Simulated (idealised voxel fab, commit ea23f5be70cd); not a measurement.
The process module that follows is named voxel ribs on slabs.
The width of the displayed cross-section, cut, is 275 nm; its cells are square, with a size of 5 nm.
A cross-section in this document is a grid of square cells, and it is written down as bands, the top band listed before the ones below it; a band is made up of one or more rows of cells. Read a band's entry like this: the first values are the height of its top and the height of its bottom in nm, and what follows is the sequence of materials from left to right, each with its width in nm. Note that "air" is empty space, and that a single material marked "throughout" reaches across the band from edge to edge. Heights are expressed relative to 0, this being the level below which the as-received wafer comprises one material exclusively. The lowest band is unbounded in the downward direction and is denoted as in "0 and below". So if you see something like "30->40" for the width, read it as the top row of the band sitting at the first number and the bottom row at the second, with every row in between moving by the same amount as the last. Reading "no modification" for a step: not a cell of the cross-section changed in it. Closed empty spaces (no open way to the top) of 8 cells or more are what "Enclosed empty spaces" lists, each as width x height at distance from the left edge, nm for all three. On each step's line, the part that comes after the settings is the simulator's own comment on the step. The setting "overlay nm" may be written on the line of a step. When the step uses a mask, the value reports how far to the right of the planned place the mask lay, and a negative value reports that it lay to the left.
Process steps foreseen in the plan
1. RECEIVE [material Si]
2. DIRECTIONAL_DEP [material SiO2] [thk nm 30]
3. DIRECTIONAL_DEP [material SiN] [thk nm 20]
4. DIRECTIONAL_DEP [material aC] [thk nm 15]
5. PATTERN [tone cover] [mask id RIB] [material resist] [width nm 30] [thk nm 35] [overlay nm 0]
6. DIRECTIONAL_ETCH [etch materials aC] [depth nm 15]
7. STRIP [etch materials resist]
8. DIRECTIONAL_ETCH [etch materials SiN] [depth nm 5]
9. STRIP [etch materials aC]
10. DIRECTIONAL_DEP [material aC] [thk nm 10]
11. PATTERN [tone cover] [mask id SLAB] [material resist] [width nm 80] [thk nm 30] [overlay nm 0]
12. DIRECTIONAL_ETCH [etch materials aC] [depth nm 10]
13. STRIP [etch materials resist]
14. DIRECTIONAL_ETCH [etch materials SiN] [depth nm 15]
15. STRIP [etch materials aC]
16. FILL_DEP [material SiO2] [thk nm 25]
17. CMP [height nm 65]
18. DIRECTIONAL_DEP [material TiN] [thk nm 5]
19. PATTERN [tone cover] [mask id HEATER] [material resist] [width nm 40] [thk nm 20] [overlay nm 0]
20. DIRECTIONAL_ETCH [etch materials TiN] [depth nm 5]
21. STRIP [etch materials resist]
22. CONFORMAL_DEP [material SiO2] [thk nm 10]
Wafer cross-section on receipt, i.e. after step 1
	0 and below | Si throughout
	Enclosed empty spaces: none
A wafer at the end: this start, this plan, one mistake
	80 down to 75 | air: 105; SiO2: 60; air: 110
	75 down to 70 | SiO2 throughout
	70 down to 65 | SiO2: 115; TiN: 40; SiO2: 120
	65 down to 50 | SiO2 throughout
	50 down to 45 | SiO2: 95; SiN: 25; SiO2: 30; SiN: 25; SiO2: 100
	45 down to 35 | SiO2: 95; SiN: 80; SiO2: 100
	35 down to 30 | SiN throughout
	30 down to 0 | SiO2 throughout
	0 and below | Si throughout
	Enclosed empty spaces: none
What was the processing mistake? step 5 went in with a setting other than planned; the actual run was PATTERN [tone open] [mask id RIB] [material resist] [width nm 30] [thk nm 35] [overlay nm 0]
